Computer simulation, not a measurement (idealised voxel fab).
The following is a process module called voxel ribs on slabs.
Section shown: cut. Width: 290 nm. Cell size: 5 nm, square.
A cross-section is written here as square cells arranged in a grid, and it is given in bands from the top down, each band taking up one or more rows of cells. In this notation a band is specified by the heights of its top and bottom, in that order and in nm, after which its materials appear from left to right, each paired with its width in nm. The word "all across" attached to a single material means that material fills the band from edge to edge; the word "blank" stands for empty space. Heights are expressed relative to 0, this being the level below which the as-received wafer comprises one material exclusively. The lowest band is unbounded in the downward direction and is denoted as in "0..down". Width: "30 to 40" (first number = top row, second number = bottom row, same change from row to row of cells). A step reported as "nothing was modified" is a step in which no cell of the cross-section changed. Reported under the label "Closed void inventory" are the empty spaces having no open way to the top and comprising 8 cells or more; the notation for each is width x height at distance, in which the distance is measured from the left edge and all three values are in nm. Formally, on a step line, whatever follows the settings is a remark that the simulator itself makes on the step. "overlay nm", when on a step's line for a step with a mask, measures how far to the right of its planned place the mask lay; a negative measure means to the left.
Process steps foreseen in the plan:
1. RECEIVE with material Si
2. DIRECTIONAL_DEP with material SiO2, thk nm 25
3. DIRECTIONAL_DEP with material SiN, thk nm 20
4. PATTERN with tone cover, mask id RIB, material resist, width nm 30, thk nm 15, overlay nm 0
5. DIRECTIONAL_ETCH with etch materials SiN, depth nm 10
6. STRIP with etch materials resist
7. DIRECTIONAL_DEP with material aC, thk nm 15
8. PATTERN with tone cover, mask id SLAB, material resist, width nm 60, thk nm 30, overlay nm 0
9. DIRECTIONAL_ETCH with etch materials aC, depth nm 15
10. STRIP with etch materials resist
11. DIRECTIONAL_ETCH with etch materials SiN, depth nm 10
12. STRIP with etch materials aC
13. FILL_DEP with material SiO2, thk nm 25
14. CMP with height nm 65
15. DIRECTIONAL_DEP with material TiN, thk nm 5
16. PATTERN with tone cover, mask id HEATER, material resist, width nm 40, thk nm 15, overlay nm 0
17. DIRECTIONAL_ETCH with etch materials TiN, depth nm 5
18. STRIP with etch materials resist
19. CONFORMAL_DEP with material SiO2, thk nm 5
First of two wafers, processed according to plan:
As received (post step 1): cross-section:
  0..down = Si all across
  Closed void inventory: none
Upon completion of step 2, the wafer appears in cross-section as shown:
  25..0 = SiO2 all across
  Lower than 0, everything is as it was.
Upon completion of step 3, the wafer appears in cross-section as shown:
  45..25 = SiN all across
  Lower than 25, everything is as it was.
Upon completion of step 4, the wafer appears in cross-section as shown:
  60..45 = blank (130), resist (30), blank (130)
  Lower than 45, everything is as it was.
Upon completion of step 5, the wafer appears in cross-section as shown:
  60..45 = blank (130), resist (30), blank (130)
  45..35 = blank (130), SiN (30), blank (130)
  Lower than 35, everything is as it was.
Upon completion of step 6, the wafer appears in cross-section as shown:
  45..35 = blank (130), SiN (30), blank (130)
  Lower than 35, everything is as it was.
Upon completion of step 7, the wafer appears in cross-section as shown:
  60..50 = blank (130), aC (30), blank (130)
  50..45 = aC all across
  45..35 = aC (130), SiN (30), aC (130)
  Lower than 35, everything is as it was.
Upon completion of step 8, the wafer appears in cross-section as shown:
  90..60 = blank (115), resist (60), blank (115)
  60..50 = blank (115), resist (15), aC (30), resist (15), blank (115)
  Lower than 50, everything is as it was.
Upon completion of step 9, the wafer appears in cross-section as shown:
  75..60 = blank (115), resist (60), blank (115)
  60..50 = blank (115), resist (15), aC (30), resist (15), blank (115)
  50..45 = blank (115), aC (60), blank (115)
  45..35 = blank (115), aC (15), SiN (30), aC (15), blank (115)
  Lower than 35, everything is as it was.
Upon completion of step 10, the wafer appears in cross-section as shown:
  60..50 = blank (130), aC (30), blank (130)
  Lower than 50, everything is as it was.
Upon completion of step 11, the wafer appears in cross-section as shown:
  60..50 = blank (130), aC (30), blank (130)
  50..45 = blank (115), aC (60), blank (115)
  45..35 = blank (115), aC (15), SiN (30), aC (15), blank (115)
  35..25 = blank (115), SiN (60), blank (115)
  Lower than 25, everything is as it was.
Upon completion of step 12, the wafer appears in cross-section as shown:
  45..35 = blank (130), SiN (30), blank (130)
  Lower than 35, everything is as it was.
Upon completion of step 13, the wafer appears in cross-section as shown:
  70..45 = SiO2 all across
  45..35 = SiO2 (130), SiN (30), SiO2 (130)
  35..25 = SiO2 (115), SiN (60), SiO2 (115)
  Lower than 25, everything is as it was.
Upon completion of step 14, the wafer appears in cross-section as shown:
  65..45 = SiO2 all across
  Lower than 45, everything is as it was.
Upon completion of step 15, the wafer appears in cross-section as shown:
  70..65 = TiN all across
  Lower than 65, everything is as it was.
Upon completion of step 16, the wafer appears in cross-section as shown:
  85..70 = blank (125), resist (40), blank (125)
  Lower than 70, everything is as it was.
Upon completion of step 17, the wafer appears in cross-section as shown:
  85..70 = blank (125), resist (40), blank (125)
  70..65 = blank (125), TiN (40), blank (125)
  Lower than 65, everything is as it was.
Upon completion of step 18, the wafer appears in cross-section as shown:
  70..65 = blank (125), TiN (40), blank (125)
  Lower than 65, everything is as it was.
Upon completion of step 19, the wafer appears in cross-section as shown:
  75..70 = blank (120), SiO2 (50), blank (120)
  70..65 = SiO2 (125), TiN (40), SiO2 (125)
  Lower than 65, everything is as it was.
The second wafer began exactly as the first did and followed the same plan, but one mistake was made while running it; through step 2 inclusive, the two wafers are identical:
Second wafer cross-section, taken as of the time the plan sets for step 3 to be done:
  55..25 = SiN all across
  Lower than 25, everything is as it was.
Second wafer cross-section, taken as of the time the plan sets for step 4 to be done:
  70..55 = blank (130), resist (30), blank (130)
  Lower than 55, everything is as it was.
Second wafer cross-section, taken as of the time the plan sets for step 5 to be done:
  70..55 = blank (130), resist (30), blank (130)
  55..45 = blank (130), SiN (30), blank (130)
  Lower than 45, everything is as it was.
Second wafer cross-section, taken as of the time the plan sets for step 6 to be done:
  55..45 = blank (130), SiN (30), blank (130)
  Lower than 45, everything is as it was.
Second wafer cross-section, taken as of the time the plan sets for step 7 to be done:
  70..60 = blank (130), aC (30), blank (130)
  60..55 = aC all across
  55..45 = aC (130), SiN (30), aC (130)
  Lower than 45, everything is as it was.
Second wafer cross-section, taken as of the time the plan sets for step 8 to be done:
  100..70 = blank (115), resist (60), blank (115)
  70..60 = blank (115), resist (15), aC (30), resist (15), blank (115)
  Lower than 60, everything is as it was.
Second wafer cross-section, taken as of the time the plan sets for step 9 to be done:
  85..70 = blank (115), resist (60), blank (115)
  70..60 = blank (115), resist (15), aC (30), resist (15), blank (115)
  60..55 = blank (115), aC (60), blank (115)
  55..45 = blank (115), aC (15), SiN (30), aC (15), blank (115)
  Lower than 45, everything is as it was.
Second wafer cross-section, taken as of the time the plan sets for step 10 to be done:
  70..60 = blank (130), aC (30), blank (130)
  Lower than 60, everything is as it was.
Second wafer cross-section, taken as of the time the plan sets for step 11 to be done:
  70..60 = blank (130), aC (30), blank (130)
  60..55 = blank (115), aC (60), blank (115)
  55..45 = blank (115), aC (15), SiN (30), aC (15), blank (115)
  45..35 = blank (115), SiN (60), blank (115)
  Lower than 35, everything is as it was.
Second wafer cross-section, taken as of the time the plan sets for step 12 to be done:
  55..45 = blank (130), SiN (30), blank (130)
  Lower than 45, everything is as it was.
Second wafer cross-section, taken as of the time the plan sets for step 13 to be done:
  80..55 = SiO2 all across
  55..45 = SiO2 (130), SiN (30), SiO2 (130)
  45..35 = SiO2 (115), SiN (60), SiO2 (115)
  Lower than 35, everything is as it was.
Second wafer cross-section, taken as of the time the plan sets for step 14 to be done:
  65..55 = SiO2 all across
  Lower than 55, everything is as it was.
Second wafer cross-section, taken as of the time the plan sets for step 15 to be done:
  70..65 = TiN all across
  Lower than 65, everything is as it was.
Second wafer cross-section, taken as of the time the plan sets for step 16 to be done:
  85..70 = blank (125), resist (40), blank (125)
  Lower than 70, everything is as it was.
Second wafer cross-section, taken as of the time the plan sets for step 17 to be done:
  85..70 = blank (125), resist (40), blank (125)
  70..65 = blank (125), TiN (40), blank (125)
  Lower than 65, everything is as it was.
Second wafer cross-section, taken as of the time the plan sets for step 18 to be done:
  70..65 = blank (125), TiN (40), blank (125)
  Lower than 65, everything is as it was.
Second wafer cross-section, taken as of the time the plan sets for step 19 to be done:
  75..70 = blank (120), SiO2 (50), blank (120)
  70..65 = SiO2 (125), TiN (40), SiO2 (125)
  Lower than 65, everything is as it was.
Nonconformance to the process plan: step 3 was processed under conditions differing from the plan, specifically as DIRECTIONAL_DEP with material SiN, thk nm 30
Final comparison by cell count, materials where the second wafer has more or fewer than the first: +116 SiN | -116 SiO2
